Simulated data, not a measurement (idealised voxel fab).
process module | voxel ribs on slabs
cross-section cut | 205 nm wide | cells 5 nm
A cross-section is a grid of square cells, given in bands from the top down. A band is one or more rows of cells.
Each band's line starts with the height of the band's top and of its bottom, in nm. Then come its materials from left to right, each with its width in nm. One material with "throughout" fills the band from edge to edge. "air" is empty space.
Height 0 is the level under which the wafer as received is all one material. The lowest band goes on downwards, as in "0 down".
A width such as "30 to 40" changes by the same amount from each row of cells to the next, from the band's top row to its bottom row.
"no change" after a step means that no cell of the cross-section changed.
closed voids: empty space of 8 cells or more with no open way to the top, each as width x height at its distance from the left edge, in nm
after a step's settings: what the simulator itself notes on the step
overlay nm, on a step with a mask: how far to the right of its planned place the mask lay; to the left if negative
plan
1 op RECEIVE | material Si
2 op DIRECTIONAL_DEP | material SiO2 | thk nm 20
3 op DIRECTIONAL_DEP | material SiN | thk nm 25
4 op DIRECTIONAL_DEP | material aC | thk nm 10
5 op PATTERN | tone cover | mask id RIB | material resist | width nm 20 | thk nm 25 | overlay nm 0
6 op DIRECTIONAL_ETCH | etch materials aC | depth nm 10
7 op STRIP | etch materials resist
8 op DIRECTIONAL_ETCH | etch materials SiN | depth nm 15
9 op STRIP | etch materials aC
10 op MASKED_ETCH | tone cover | mask id SLAB | width nm 70 | etch materials SiN | depth nm 10 | overlay nm 0
11 op FILL_DEP | material SiO2 | thk nm 20
12 op CMP | height nm 55
13 op DIRECTIONAL_DEP | material TiN | thk nm 5
14 op PATTERN | tone cover | mask id HEATER | material resist | width nm 30 | thk nm 15 | overlay nm 0
15 op DIRECTIONAL_ETCH | etch materials TiN | depth nm 5
16 op STRIP | etch materials resist
17 op CONFORMAL_DEP | material SiN | thk nm 10
first wafer, as planned
as received, after step 1
  0 down: Si throughout
  closed voids: none
after step 2
  20 to 0: SiO2 throughout
  below 0: unchanged
after step 3
  45 to 20: SiN throughout
  below 20: unchanged
after step 4
  55 to 45: aC throughout
  below 45: unchanged
after step 5
  80 to 55: air 90 | resist 20 | air 95
  below 55: unchanged
after step 6
  70 to 55: air 90 | resist 20 | air 95
  55 to 45: air 90 | aC 20 | air 95
  below 45: unchanged
after step 7
  55 to 45: air 90 | aC 20 | air 95
  below 45: unchanged
after step 8
  55 to 45: air 90 | aC 20 | air 95
  45 to 30: air 90 | SiN 20 | air 95
  below 30: unchanged
after step 9
  45 to 30: air 90 | SiN 20 | air 95
  below 30: unchanged
after step 10
  45 to 30: air 90 | SiN 20 | air 95
  30 to 20: air 65 | SiN 70 | air 70
  below 20: unchanged
after step 11
  65 to 45: SiO2 throughout
  45 to 30: SiO2 90 | SiN 20 | SiO2 95
  30 to 20: SiO2 65 | SiN 70 | SiO2 70
  below 20: unchanged
after step 12
  55 to 45: SiO2 throughout
  below 45: unchanged
after step 13
  60 to 55: TiN throughout
  below 55: unchanged
after step 14
  75 to 60: air 85 | resist 30 | air 90
  below 60: unchanged
after step 15
  75 to 60: air 85 | resist 30 | air 90
  60 to 55: air 85 | TiN 30 | air 90
  below 55: unchanged
after step 16
  60 to 55: air 85 | TiN 30 | air 90
  below 55: unchanged
after step 17
  70 to 65: air 75 | SiN 50 | air 80
  65 to 60: SiN throughout
  60 to 55: SiN 85 | TiN 30 | SiN 90
  below 55: unchanged
second wafer: like start, like plan, one mistake. Through step 4 it matches the first wafer
when step 5 should have ended
  80 to 55: resist 90 | air 20 | resist 95
  below 55: unchanged
when step 6 should have ended
  70 to 55: resist 90 | air 20 | resist 95
  55 to 45: aC 90 | air 20 | aC 95
  below 45: unchanged
when step 7 should have ended
  55 to 45: aC 90 | air 20 | aC 95
  below 45: unchanged
when step 8 should have ended
  55 to 45: aC 90 | air 20 | aC 95
  45 to 30: SiN 90 | air 20 | SiN 95
  below 30: unchanged
when step 9 should have ended
  45 to 30: SiN 90 | air 20 | SiN 95
  below 30: unchanged
when step 10 should have ended
  45 to 35: air 65 | SiN 25 | air 20 | SiN 25 | air 70
  below 35: unchanged
when step 11 should have ended
  65 to 45: SiO2 throughout
  45 to 35: SiO2 65 | SiN 25 | SiO2 20 | SiN 25 | SiO2 70
  35 to 30: SiN 90 | SiO2 20 | SiN 95
  below 30: unchanged
when step 12 should have ended
  55 to 45: SiO2 throughout
  below 45: unchanged
when step 13 should have ended
  60 to 55: TiN throughout
  below 55: unchanged
when step 14 should have ended
  75 to 60: air 85 | resist 30 | air 90
  below 60: unchanged
when step 15 should have ended
  75 to 60: air 85 | resist 30 | air 90
  60 to 55: air 85 | TiN 30 | air 90
  below 55: unchanged
when step 16 should have ended
  60 to 55: air 85 | TiN 30 | air 90
  below 55: unchanged
when step 17 should have ended
  70 to 65: air 75 | SiN 50 | air 80
  65 to 60: SiN throughout
  60 to 55: SiN 85 | TiN 30 | SiN 90
  below 55: unchanged
what went wrong: step 5 ran as: op PATTERN | tone open | mask id RIB | material resist | width nm 20 | thk nm 25 | overlay nm 0
at the end the second wafer has, in cells: 99 more of SiN | 99 fewer of SiO2
